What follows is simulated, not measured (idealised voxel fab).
This is a process module. Its name is voxel self aligned vias.
Cross-section cut spans 290 nm and uses square cells 5 nm in size.
How to read a cross-section here: the picture is a grid of square cells, written as bands going from the top down, and any band can span one or more rows of cells. Band: top and bottom heights (nm) first, top before bottom; then materials from left to right, widths in nm. "all across" marks a sole material filling the band edge to edge. "blank" denotes empty space. Zero point of the height axis is 0; under it, received wafer = one material. Lowest band: continues down indefinitely, "0..down". It should be noted that a width expressed as "30->40" varies in equal increments from row to row of cells within the band, taking the value of the first number at the top row and that of the second number at the bottom row. It should be understood that the words "no modification", when stated for a given step, signify that the cross-section underwent no change in any of its cells during that step. Closed-off voids of 8+ cells (no open route to the top) go in "Fully enclosed voids", written width x height at distance from the left edge, in nm. Whatever follows a step's settings on its line is a remark the simulator itself makes about that step. The line of a step may include "overlay nm". On a step with a mask, this value is how far to the right of its planned place the mask lay. A negative value means the mask lay to the left.

[Listed below are the process steps as planned]
1) RECEIVE, material Si
2) CONFORMAL_DEP, material SiO2, thk nm 10
3) CONFORMAL_DEP, material SiCN, thk nm 5
4) DIRECTIONAL_DEP, material lowk, thk nm 30
5) DIRECTIONAL_DEP, material aC, thk nm 10
6) PATTERN, tone open, mask id LINES, material resist, width nm 30, pitch nm 80, thk nm 25, overlay nm 0
7) DIRECTIONAL_ETCH, etch materials aC, depth nm 10
8) STRIP, etch materials resist
9) DIRECTIONAL_ETCH, etch materials lowk, depth nm 30
10) STRIP, etch materials aC
11) CONFORMAL_DEP, material TiN, thk nm 5
12) FILL_DEP, material Ru, thk nm 5
13) CMP, height nm 45
14) SELECTIVE_ETCH, etch materials W Ru TiN, depth nm 10
15) FILL_DEP, material SiN, thk nm 5
16) CMP, height nm 45
17) DIRECTIONAL_DEP, material lowk, thk nm 15
18) DIRECTIONAL_DEP, material aC, thk nm 15
19) PATTERN, tone open, mask id VIAS, material resist, width nm 50, pitch nm 80, thk nm 35, overlay nm 0
20) DIRECTIONAL_ETCH, etch materials aC, depth nm 15
21) STRIP, etch materials resist
22) DIRECTIONAL_ETCH, etch materials lowk, depth nm 15
23) DIRECTIONAL_ETCH, etch materials SiN, depth nm 10
24) STRIP, etch materials aC
25) CONFORMAL_DEP, material TiN, thk nm 5
26) FILL_DEP, material Ru, thk nm 5
27) CMP, height nm 60
28) CONFORMAL_DEP, material SiCN, thk nm 5

[Delivered wafer in cross-section: state after step 1]
    0..down: Si all across
    Fully enclosed voids: none

[Cross-sectional image of the first of two wafers at the end of the module, the run having proceeded as planned]
    65..60: SiCN all across
    60..50: lowk: 80, then TiN: 5, then Ru: 40, then TiN: 5, then lowk: 30, then TiN: 5, then Ru: 40, then TiN: 5, then lowk: 80
    50..40: lowk: 80->90, then TiN: 15->5, then Ru: 20, then TiN: 15->5, then lowk: 30->50, then TiN: 15->5, then Ru: 20, then TiN: 15->5, then lowk: 80->90
    40..35: lowk: 90, then TiN: 30, then lowk: 50, then TiN: 30, then lowk: 90
    35..20: lowk: 90, then TiN: 5, then Ru: 20, then TiN: 5, then lowk: 50, then TiN: 5, then Ru: 20, then TiN: 5, then lowk: 90
    20..15: lowk: 90, then TiN: 30, then lowk: 50, then TiN: 30, then lowk: 90
    15..10: SiCN all across
    10..0: SiO2 all across
    0..down: Si all across
    Fully enclosed voids: none

[Cross-sectional view of the second of two wafers upon completion of the module. This wafer shared its starting condition and process plan with the first; one error was made during its execution]
    65..60: SiCN all across
    60..50: lowk: 80, then TiN: 5, then Ru: 40, then TiN: 5, then lowk: 30, then TiN: 5, then Ru: 40, then TiN: 5, then lowk: 80
    50..40: lowk: 80->95, then TiN: 20->5, then Ru: 20, then TiN: 10->5, then lowk: 30->50, then TiN: 20->5, then Ru: 20, then TiN: 10->5, then lowk: 80->85
    40..35: lowk: 95, then TiN: 30, then lowk: 50, then TiN: 30, then lowk: 85
    35..20: lowk: 95, then TiN: 5, then Ru: 20, then TiN: 5, then lowk: 50, then TiN: 5, then Ru: 20, then TiN: 5, then lowk: 85
    20..15: lowk: 95, then TiN: 30, then lowk: 50, then TiN: 30, then lowk: 85
    15..10: SiCN all across
    10..0: SiO2 all across
    0..down: Si all across
    Fully enclosed voids: none
Error vs. plan: step 6 was run on a setting that differed from the plan, and what really ran there is PATTERN, tone open, mask id LINES, material resist, width nm 30, pitch nm 80, thk nm 25, overlay nm 5
Comparing end states, the material composition by cell count is preserved from the first wafer to the second, while the locations of the cells are not.
